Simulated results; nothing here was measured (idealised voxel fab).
process module | voxel self aligned contacts
cross-section cut | 235 nm wide | cells 5 nm
A cross-section is a grid of square cells, given in bands from the top down. A band is one or more rows of cells.
Each band's line starts with the height of the band's top and of its bottom, in nm. Then come its materials from left to right, each with its width in nm. One material with "throughout" fills the band from edge to edge. "air" is empty space.
Height 0 is the level under which the wafer as received is all one material. The lowest band goes on downwards, as in "0 down".
A width such as "30 to 40" changes by the same amount from each row of cells to the next, from the band's top row to its bottom row.
"no change" after a step means that no cell of the cross-section changed.
closed voids: empty space of 8 cells or more with no open way to the top, each as width x height at its distance from the left edge, in nm
after a step's settings: what the simulator itself notes on the step
overlay nm, on a step with a mask: how far to the right of its planned place the mask lay; to the left if negative
plan
1 op RECEIVE | material Si
2 op CONFORMAL_DEP | material SiO2 | thk nm 5
3 op DIRECTIONAL_DEP | material polySi | thk nm 30
4 op DIRECTIONAL_DEP | material SiN | thk nm 15
5 op PATTERN | tone cover | mask id GATE | material resist | width nm 25 | pitch nm 50 | thk nm 20 | overlay nm -15
6 op DIRECTIONAL_ETCH | etch materials SiN | depth nm 15
7 op DIRECTIONAL_ETCH | etch materials polySi | depth nm 30
8 op STRIP | etch materials resist
9 op CONFORMAL_DEP | material SiN | thk nm 5
10 op DIRECTIONAL_ETCH | etch materials SiN | depth nm 5
11 op FILL_DEP | material SiO2 | thk nm 15
12 op CMP | height nm 60
13 op PATTERN | tone open | mask id CONTACT | material resist | width nm 35 | pitch nm 50 | thk nm 15 | overlay nm 0
14 op DIRECTIONAL_ETCH | etch materials SiO2 | depth nm 60
15 op STRIP | etch materials resist
16 op CONFORMAL_DEP | material TiN | thk nm 5
17 op FILL_DEP | material Ru | thk nm 10
18 op CMP | height nm 60
19 op CONFORMAL_DEP | material SiCN | thk nm 5
varied across the wafers: overlay nm of step 5. The plan shows the first wafer's value. All wafers start alike
first wafer as received, after step 1
  0 down: Si throughout
  closed voids: none
each wafer at the end: cells of each material gained (+) or lost (-) since it was received, then its closed voids
overlay nm -15 | +10 Ru | +47 SiCN | +99 SiN | +307 SiO2 | +58 TiN | +90 polySi | closed voids: none
overlay nm -10 | +30 Ru | +47 SiCN | +99 SiN | +287 SiO2 | +58 TiN | +90 polySi | closed voids: none
overlay nm -5 | +30 Ru | +47 SiCN | +99 SiN | +287 SiO2 | +58 TiN | +90 polySi | closed voids: none
overlay nm 0 | +30 Ru | +47 SiCN | +99 SiN | +287 SiO2 | +58 TiN | +90 polySi | closed voids: none
overlay nm 5 | +30 Ru | +47 SiCN | +99 SiN | +287 SiO2 | +58 TiN | +90 polySi | closed voids: none
overlay nm 10 | +30 Ru | +47 SiCN | +99 SiN | +287 SiO2 | +58 TiN | +90 polySi | closed voids: none
overlay nm 15 | +10 Ru | +47 SiCN | +99 SiN | +307 SiO2 | +58 TiN | +90 polySi | closed voids: none
